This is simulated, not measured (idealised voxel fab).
Module name: voxel gate over fins (process module)
The cross-section shown here is cut; it is 210 nm wide and divided into square cells measuring 5 nm on a side.
How to read a cross-section here: the picture is a grid of square cells, written as bands going from the top down, and any band can span one or more rows of cells. Basically the band line says how high the top is and how high the bottom is, in nm, and then what's in it from left to right, every material with its width in nm. Empty space shows up as "empty", and if a single material carries "full width" it runs the full band edge to edge. Heights are measured from 0, the level below which the as-received wafer is all one material; the lowest band has no bottom and continues downward, written as in "0 and below". A width such as "30 to 40" changes by the same amount from each row of cells to the next, from the band's top row to its bottom row. The designation "no change occurred", where it is given for a processing step, indicates that no cell of the cross-section was altered in the course of that step. "Completely enclosed voids": empty spaces of 8 cells or more with no open way to the top, each given as width x height at distance, distance from the left edge, all in nm. Anything after a step's settings on that line? It's the simulator's own note about the step. overlay nm, on a step with a mask: how far to the right of its planned place the mask lay; to the left if negative.

[Process steps - plan]
1. RECEIVE [material Si]
2. CONFORMAL_DEP [material SiN] [thk nm 5]
3. MASKED_ETCH [tone cover] [mask id FINS] [width nm 15] [pitch nm 45] [etch materials SiN] [depth nm 5] [overlay nm 0]
4. MASKED_ETCH [tone cover] [mask id FINS] [width nm 15] [pitch nm 45] [etch materials Si] [depth nm 30] [overlay nm 0]
5. FILL_DEP [material SiO2] [thk nm 5]
6. CMP [height nm 5]
7. SELECTIVE_ETCH [etch materials SiO2] [depth nm 15]
8. STRIP [etch materials SiN]
9. CONFORMAL_DEP [material HfO2] [thk nm 5]
10. CONFORMAL_DEP [material TiN] [thk nm 5]
11. FILL_DEP [material W] [thk nm 10]
12. CMP [height nm 15]
13. CONFORMAL_DEP [material SiCN] [thk nm 10]

[This is the cross-section of the wafer as we received it, i.e. after step 1]
  0 and below  Si full width
  Completely enclosed voids: none

[Here's the wafer cut in cross-section after the module, started and planned just like above, except one thing was done wrong in the run]
  25 down to 15  SiCN full width
  15 down to 10  W: 10, TiN: 5, HfO2: 180, TiN: 5, W: 10
  10 down to 5  TiN: 15, HfO2: 180, TiN: 15
  5 down to 0  HfO2 full width
  0 down to -10  HfO2: 30, Si: 15, HfO2: 30, Si: 15, HfO2: 30, Si: 15, HfO2: 30, Si: 15, HfO2: 30
  -10 down to -30  SiO2: 30, Si: 15, SiO2: 30, Si: 15, SiO2: 30, Si: 15, SiO2: 30, Si: 15, SiO2: 30
  -30 and below  Si full width
  Completely enclosed voids: none
Heads up, the wafer didn't run the way we planned it: it should be noted that step 9 was executed with settings other than those planned, the operation and settings actually applied being CONFORMAL_DEP [material HfO2] [thk nm 15]
